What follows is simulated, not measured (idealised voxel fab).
Name of the process module below: voxel capacitor over wiring
Shown is cross-section cut, with a width of 205 nm and square cells of size 5 nm.
A cross-section in this document is a grid of square cells, and it is written down as bands, the top band listed before the ones below it; a band is made up of one or more rows of cells.
Quick guide to a band line: top height, bottom height (nm) up front; then every material left to right with its width in nm. Only one material and it's marked "edge to edge"? Then it fills the band edge to edge. And "blank" just means empty space.
Heights are reckoned from 0. Under this level, the received wafer is all of one material. The bottommost band is open-ended downward, for example "z 0 and below".
The width entry "30..40" should be interpreted row by row: the top row of cells in the band takes the first number, the bottom row takes the second number, and the change between adjacent rows is uniform throughout.
"remained unchanged" for a step: no cell of the cross-section changed in that step.
Each empty space that has no open way to the top and spans at least 8 cells appears under "Unvented cavities" as width x height at distance, the distance counted from the left edge, all in nm.
Formally, on a step line, whatever follows the settings is a remark that the simulator itself makes on the step.
overlay nm: step with mask; distance mask lay right of planned place; negative value = left of planned place.

## Here's what the planned process steps look like
| 1 | RECEIVE (material Si) |
| 2 | CONFORMAL_DEP (material SiO2; thk nm 15) |
| 3 | CONFORMAL_DEP (material SiCN; thk nm 5) |
| 4 | DIRECTIONAL_DEP (material lowk; thk nm 25) |
| 5 | MASKED_ETCH (tone open; mask id METAL_1; width nm 25; pitch nm 90; etch materials lowk; depth nm 25; overlay nm 0) |
| 6 | MASKED_ETCH (tone open; mask id METAL_1; width nm 25; pitch nm 90; etch materials SiCN; depth nm 5; overlay nm 0) |
| 7 | CONFORMAL_DEP (material TiN; thk nm 5) |
| 8 | FILL_DEP (material Cu; thk nm 5) |
| 9 | CMP (height nm 45) |
| 10 | CONFORMAL_DEP (material SiCN; thk nm 5) |
| 11 | DIRECTIONAL_DEP (material lowk; thk nm 10) |
| 12 | DIRECTIONAL_DEP (material aC; thk nm 5) |
| 13 | PATTERN (tone open; mask id PLUG_1; material resist; width nm 15; thk nm 30; overlay nm 0) |
| 14 | DIRECTIONAL_ETCH (etch materials aC; depth nm 15) |
| 15 | STRIP (etch materials resist) |
| 16 | DIRECTIONAL_ETCH (etch materials lowk; depth nm 10) |
| 17 | DIRECTIONAL_ETCH (etch materials SiCN; depth nm 5) |
| 18 | STRIP (etch materials aC) |
| 19 | EPI (material Ru; thk nm 10) |
| 20 | EPI (material Ru; thk nm 5) |
| 21 | DIRECTIONAL_DEP (material TiN; thk nm 5) |
| 22 | DIRECTIONAL_DEP (material SiN; thk nm 5) |
| 23 | DIRECTIONAL_DEP (material TiN; thk nm 5) |
| 24 | PATTERN (tone cover; mask id UPPER_PLATE; material resist; width nm 70; thk nm 15; overlay nm 0) |
| 25 | DIRECTIONAL_ETCH (etch materials TiN; depth nm 5) |
| 26 | DIRECTIONAL_ETCH (etch materials SiN; depth nm 5) |
| 27 | STRIP (etch materials resist) |
| 28 | DIRECTIONAL_DEP (material aC; thk nm 15) |
| 29 | PATTERN (tone cover; mask id LOWER_PLATE; material resist; width nm 80; thk nm 35; overlay nm 0) |
| 30 | DIRECTIONAL_ETCH (etch materials aC; depth nm 15) |
| 31 | STRIP (etch materials resist) |
| 32 | DIRECTIONAL_ETCH (etch materials TiN; depth nm 5) |
| 33 | STRIP (etch materials aC) |
| 34 | FILL_DEP (material SiO2; thk nm 20) |
| 35 | CMP (height nm 90) |
| 36 | DIRECTIONAL_DEP (material aC; thk nm 15) |
| 37 | PATTERN (tone open; mask id PLUG_2; material resist; width nm 15; thk nm 35; overlay nm 0) |
| 38 | DIRECTIONAL_ETCH (etch materials aC; depth nm 15) |
| 39 | STRIP (etch materials resist) |
| 40 | DIRECTIONAL_ETCH (etch materials SiO2; depth nm 15) |
| 41 | STRIP (etch materials aC) |
| 42 | CONFORMAL_DEP (material TiN; thk nm 5) |
| 43 | FILL_DEP (material Cu; thk nm 10) |
| 44 | CMP (height nm 90) |
| 45 | CONFORMAL_DEP (material SiCN; thk nm 5) |
Don't read the plan's thk nm for step 12 as applying to every wafer: that's the first wafer's value, and the wafers differ in it, though they all start identical.

## The first of several wafers, as received after step 1, seen in section
z 0 and below  Si edge to edge
Unvented cavities: none

## Rows = wafers. At module end, each row lists per material the cells gained (+) or lost (-) since the wafer was received, then the closed voids
thk nm 5; +32 Cu; +9 Ru; +110 SiCN; +14 SiN; +316 SiO2; +67 TiN; +231 lowk; Unvented cavities: none
thk nm 10; +32 Cu; +9 Ru; +110 SiCN; +14 SiN; +316 SiO2; +67 TiN; +231 lowk; Unvented cavities: none
thk nm 15; +32 Cu; +9 Ru; +110 SiCN; +14 SiN; +316 SiO2; +67 TiN; +231 lowk; Unvented cavities: none
thk nm 20; +32 Cu; +113 SiCN; +14 SiN; +316 SiO2; +67 TiN; +237 lowk; Unvented cavities: none
thk nm 25; +32 Cu; +113 SiCN; +14 SiN; +316 SiO2; +67 TiN; +237 lowk; Unvented cavities: none
thk nm 30; +32 Cu; +113 SiCN; +14 SiN; +316 SiO2; +67 TiN; +237 lowk; Unvented cavities: none
